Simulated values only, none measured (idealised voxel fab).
Presented below is a process module, voxel capacitor over wiring.
The figure presents cross-section cut, which has a width of 300 nm and is divided into square cells with an edge length of 5 nm.
Heads up, the way a cross-section reads in here is a grid of square cells, handed over as bands from the top down, with every band being one or more rows of cells.
For a band, the entry starts with two heights in nm, that of the top and then that of the bottom, and carries on with the band's materials in order from left to right, each alongside its width in nm; the word "all across" beside a single material means it fills the band edge to edge, and "empty" means empty space.
All heights in this document are referenced to 0, defined as the level beneath which the wafer, as received, consists entirely of one material. The lowest band is not bounded below; it extends indefinitely downward and is written in the form "top 0, no bottom".
A width such as "30->40" changes by the same amount from each row of cells to the next, from the band's top row to its bottom row.
What does "no modifications" mean for a step? It means no cell of the cross-section changed in that step.
Entry "Voids, fully enclosed". Content: empty spaces with no open connection to the top, size 8 cells or greater. Each: width x height at distance. Distance: from left edge. Unit: nm.
Post-settings text on a step line: simulator's own remark regarding the step.
The line of a step may include "overlay nm". On a step with a mask, this value is how far to the right of its planned place the mask lay. A negative value means the mask lay to the left.
Set out below are the planned steps of the process
- 1: RECEIVE [material Si]
- 2: CONFORMAL_DEP [material SiO2] [thk nm 10]
- 3: CONFORMAL_DEP [material SiCN] [thk nm 5]
- 4: DIRECTIONAL_DEP [material lowk] [thk nm 25]
- 5: MASKED_ETCH [tone open] [mask id METAL_1] [width nm 30] [pitch nm 100] [etch materials lowk] [depth nm 25] [overlay nm 0]
- 6: MASKED_ETCH [tone open] [mask id METAL_1] [width nm 30] [pitch nm 100] [etch materials SiCN] [depth nm 5] [overlay nm 0]
- 7: CONFORMAL_DEP [material TiN] [thk nm 5]
- 8: FILL_DEP [material Cu] [thk nm 5]
- 9: CMP [height nm 40]
- 10: EPI [material Ru] [thk nm 5]
- 11: FILL_DEP [material SiCN] [thk nm 5]
- 12: DIRECTIONAL_DEP [material lowk] [thk nm 10]
- 13: DIRECTIONAL_DEP [material aC] [thk nm 15]
- 14: PATTERN [tone open] [mask id PLUG_1] [material resist] [width nm 15] [thk nm 35] [overlay nm 0]
- 15: DIRECTIONAL_ETCH [etch materials aC] [depth nm 15]
- 16: STRIP [etch materials resist]
- 17: DIRECTIONAL_ETCH [etch materials lowk] [depth nm 10]
- 18: DIRECTIONAL_ETCH [etch materials SiCN] [depth nm 5]
- 19: STRIP [etch materials aC]
- 20: EPI [material Ru] [thk nm 10]
- 21: EPI [material Ru] [thk nm 5]
- 22: DIRECTIONAL_DEP [material TiN] [thk nm 5]
- 23: DIRECTIONAL_DEP [material SiN] [thk nm 5]
- 24: DIRECTIONAL_DEP [material TiN] [thk nm 5]
- 25: DIRECTIONAL_DEP [material aC] [thk nm 15]
- 26: PATTERN [tone cover] [mask id UPPER_PLATE] [material resist] [width nm 75] [thk nm 30] [overlay nm 0]
- 27: DIRECTIONAL_ETCH [etch materials aC] [depth nm 15]
- 28: STRIP [etch materials resist]
- 29: DIRECTIONAL_ETCH [etch materials TiN] [depth nm 5]
- 30: DIRECTIONAL_ETCH [etch materials SiN] [depth nm 5]
- 31: STRIP [etch materials aC]
- 32: DIRECTIONAL_DEP [material aC] [thk nm 15]
- 33: PATTERN [tone cover] [mask id LOWER_PLATE] [material resist] [width nm 85] [thk nm 35] [overlay nm 0]
- 34: DIRECTIONAL_ETCH [etch materials aC] [depth nm 15]
- 35: STRIP [etch materials resist]
- 36: DIRECTIONAL_ETCH [etch materials TiN] [depth nm 5]
- 37: STRIP [etch materials aC]
- 38: FILL_DEP [material SiO2] [thk nm 15]
- 39: CMP [height nm 85]
- 40: DIRECTIONAL_DEP [material aC] [thk nm 15]
- 41: PATTERN [tone open] [mask id PLUG_2] [material resist] [width nm 15] [thk nm 35] [overlay nm 0]
- 42: DIRECTIONAL_ETCH [etch materials aC] [depth nm 15]
- 43: STRIP [etch materials resist]
- 44: DIRECTIONAL_ETCH [etch materials SiO2] [depth nm 10]
- 45: STRIP [etch materials aC]
- 46: CONFORMAL_DEP [material TiN] [thk nm 5]
- 47: FILL_DEP [material Cu] [thk nm 10]
- 48: CMP [height nm 85]
- 49: CONFORMAL_DEP [material SiCN] [thk nm 5]
As received (post step 1): cross-section
    top 0, no bottom  Si all across
    Voids, fully enclosed: none
Starting structure and process plan are as shown above, but one mistake was made in running the module; the wafer cross-section at the end of the module follows
    top 90, bottom 85  SiCN all across
    top 85, bottom 80  SiO2 (110), then TiN (5), then Cu (5), then TiN (5), then SiO2 (175)
    top 80, bottom 70  SiO2 (110->100), then TiN (15->75), then SiO2 (175->125)
    top 70, bottom 65  SiO2 (100), then SiN (75), then SiO2 (125)
    top 65, bottom 60  SiO2 (95), then TiN (85), then SiO2 (120)
    top 60, bottom 50  lowk (105), then Ru (15), then lowk (180)
    top 50, bottom 45  SiCN (105), then Ru (15), then SiCN (180)
    top 45, bottom 40  SiCN (80), then Ru (40), then SiCN (60), then Ru (40), then SiCN (80)
    top 40, bottom 15  lowk (85), then TiN (5), then Cu (20), then TiN (5), then lowk (70), then TiN (5), then Cu (20), then TiN (5), then lowk (85)
    top 15, bottom 10  SiCN (85), then TiN (30), then SiCN (70), then TiN (30), then SiCN (85)
    top 10, bottom 0  SiO2 all across
    top 0, no bottom  Si all across
    Voids, fully enclosed: none
Here's what went sideways: planned and actual differ for step 14; actual: PATTERN [tone open] [mask id PLUG_1] [material resist] [width nm 15] [thk nm 35] [overlay nm 5]
